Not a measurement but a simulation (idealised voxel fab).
Documented hereafter: the process module known as voxel capacitor over wiring.
This is section cut - it's 275 nm across, gridded in 5 nm square cells.
Heads up, the way a cross-section reads in here is a grid of square cells, handed over as bands from the top down, with every band being one or more rows of cells. For a band, the entry starts with two heights in nm, that of the top and then that of the bottom, and carries on with the band's materials in order from left to right, each alongside its width in nm; the word "everywhere" beside a single material means it fills the band edge to edge, and "empty" means empty space. Below 0: as-received wafer, all one material; heights counted from there. Lowest band: no bottom, goes on down, written "0 down". It should be noted that a width expressed as "30..40" varies in equal increments from row to row of cells within the band, taking the value of the first number at the top row and that of the second number at the bottom row. "nothing changed" after a step means that no cell of the cross-section changed. "Trapped void list" specifies each empty space that is not open to the top and that occupies no fewer than 8 cells, using the form width x height at distance, the distance measured from the left edge and all three quantities in nm. Step line, after settings: the simulator's comment on this step. If you see "overlay nm" on a step's line and that step has a mask, it's telling you how far right of where it was planned the mask ended up; a negative number means it went left instead.

## Process steps foreseen in the plan
1,RECEIVE,material Si
2,CONFORMAL_DEP,material SiO2,thk nm 15
3,DIRECTIONAL_DEP,material TiN,thk nm 5
4,DIRECTIONAL_DEP,material W,thk nm 20
5,MASKED_ETCH,tone cover,mask id METAL_1,width nm 30,pitch nm 90,etch materials W,depth nm 20,overlay nm 0
6,MASKED_ETCH,tone cover,mask id METAL_1,width nm 30,pitch nm 90,etch materials TiN,depth nm 5,overlay nm 0
7,CONFORMAL_DEP,material SiN,thk nm 5
8,FILL_DEP,material lowk,thk nm 10
9,CMP,height nm 40
10,CONFORMAL_DEP,material SiCN,thk nm 5
11,DIRECTIONAL_DEP,material lowk,thk nm 15
12,MASKED_ETCH,tone open,mask id PLUG_1,width nm 15,etch materials lowk,depth nm 15,overlay nm 0
13,MASKED_ETCH,tone open,mask id PLUG_1,width nm 15,etch materials SiCN,depth nm 5,overlay nm 0
14,EPI,material Ru,thk nm 10
15,EPI,material Ru,thk nm 10
16,DIRECTIONAL_DEP,material TiN,thk nm 10
17,DIRECTIONAL_DEP,material HfO2,thk nm 5
18,DIRECTIONAL_DEP,material TiN,thk nm 10
19,MASKED_ETCH,tone cover,mask id UPPER_PLATE,width nm 65,etch materials TiN,depth nm 10,overlay nm 0
20,MASKED_ETCH,tone cover,mask id UPPER_PLATE,width nm 65,etch materials HfO2,depth nm 5,overlay nm 0
21,PATTERN,tone cover,mask id LOWER_PLATE,material resist,width nm 75,thk nm 20,overlay nm 0
22,DIRECTIONAL_ETCH,etch materials TiN,depth nm 10
23,STRIP,etch materials resist
24,FILL_DEP,material SiO2,thk nm 15
25,CMP,height nm 95
26,DIRECTIONAL_DEP,material aC,thk nm 10
27,PATTERN,tone open,mask id PLUG_2,material resist,width nm 15,thk nm 30,overlay nm 0
28,DIRECTIONAL_ETCH,etch materials aC,depth nm 10
29,STRIP,etch materials resist
30,DIRECTIONAL_ETCH,etch materials SiO2,depth nm 10
31,STRIP,etch materials aC
32,CONFORMAL_DEP,material TiN,thk nm 5
33,FILL_DEP,material Ru,thk nm 5
34,CMP,height nm 95
35,CONFORMAL_DEP,material SiN,thk nm 5

## Wafer at receipt (post step 1), cross-section
* 0 down: Si everywhere
* Trapped void list: none

## The first of two wafers, cross-sectioned at the end of the module, with the run proceeding as planned
* 100 to 95: SiN everywhere
* 95 to 90: SiO2 100 nm | TiN 5 nm | Ru 5 nm | TiN 5 nm | SiO2 160 nm
* 90 to 85: SiO2 100 nm | TiN 15 nm | SiO2 160 nm
* 85 to 75: SiO2 90 nm | TiN 65 nm | SiO2 120 nm
* 75 to 70: SiO2 90 nm | HfO2 65 nm | SiO2 120 nm
* 70 to 60: SiO2 85 nm | TiN 75 nm | SiO2 115 nm
* 60 to 45: lowk 90 nm | Ru 15 nm | lowk 170 nm
* 45 to 40: SiCN 90 nm | Ru 15 nm | SiCN 170 nm
* 40 to 20: lowk 70 nm | SiN 5 nm | W 30 nm | SiN 5 nm | lowk 50 nm | SiN 5 nm | W 30 nm | SiN 5 nm | lowk 75 nm
* 20 to 15: SiN 75 nm | TiN 30 nm | SiN 60 nm | TiN 30 nm | SiN 80 nm
* 15 to 0: SiO2 everywhere
* 0 down: Si everywhere
* Trapped void list: none

## Here is the second of the two wafers cut open at the end of the module - same start, same plan as the first one, but we made one mistake running it
* 100 to 95: SiN everywhere
* 95 to 90: SiO2 100 nm | TiN 5 nm | Ru 10 nm | TiN 5 nm | SiO2 155 nm
* 90 to 85: SiO2 100 nm | TiN 20 nm | SiO2 155 nm
* 85 to 75: SiO2 90 nm | TiN 65 nm | SiO2 120 nm
* 75 to 70: SiO2 90 nm | HfO2 65 nm | SiO2 120 nm
* 70 to 60: SiO2 85 nm | TiN 75 nm | SiO2 115 nm
* 60 to 45: lowk 90 nm | Ru 15 nm | lowk 170 nm
* 45 to 40: SiCN 90 nm | Ru 15 nm | SiCN 170 nm
* 40 to 20: lowk 70 nm | SiN 5 nm | W 30 nm | SiN 5 nm | lowk 50 nm | SiN 5 nm | W 30 nm | SiN 5 nm | lowk 75 nm
* 20 to 15: SiN 75 nm | TiN 30 nm | SiN 60 nm | TiN 30 nm | SiN 80 nm
* 15 to 0: SiO2 everywhere
* 0 down: Si everywhere
* Trapped void list: none
Want to know what went wrong? step 27 deviated from plan and actually ran as PATTERN,tone open,mask id PLUG_2,material resist,width nm 20,thk nm 30,overlay nm 0
Count the cells at the end and the second wafer has more or fewer of some materials than the first: Ru +1; SiO2 -2; TiN +1
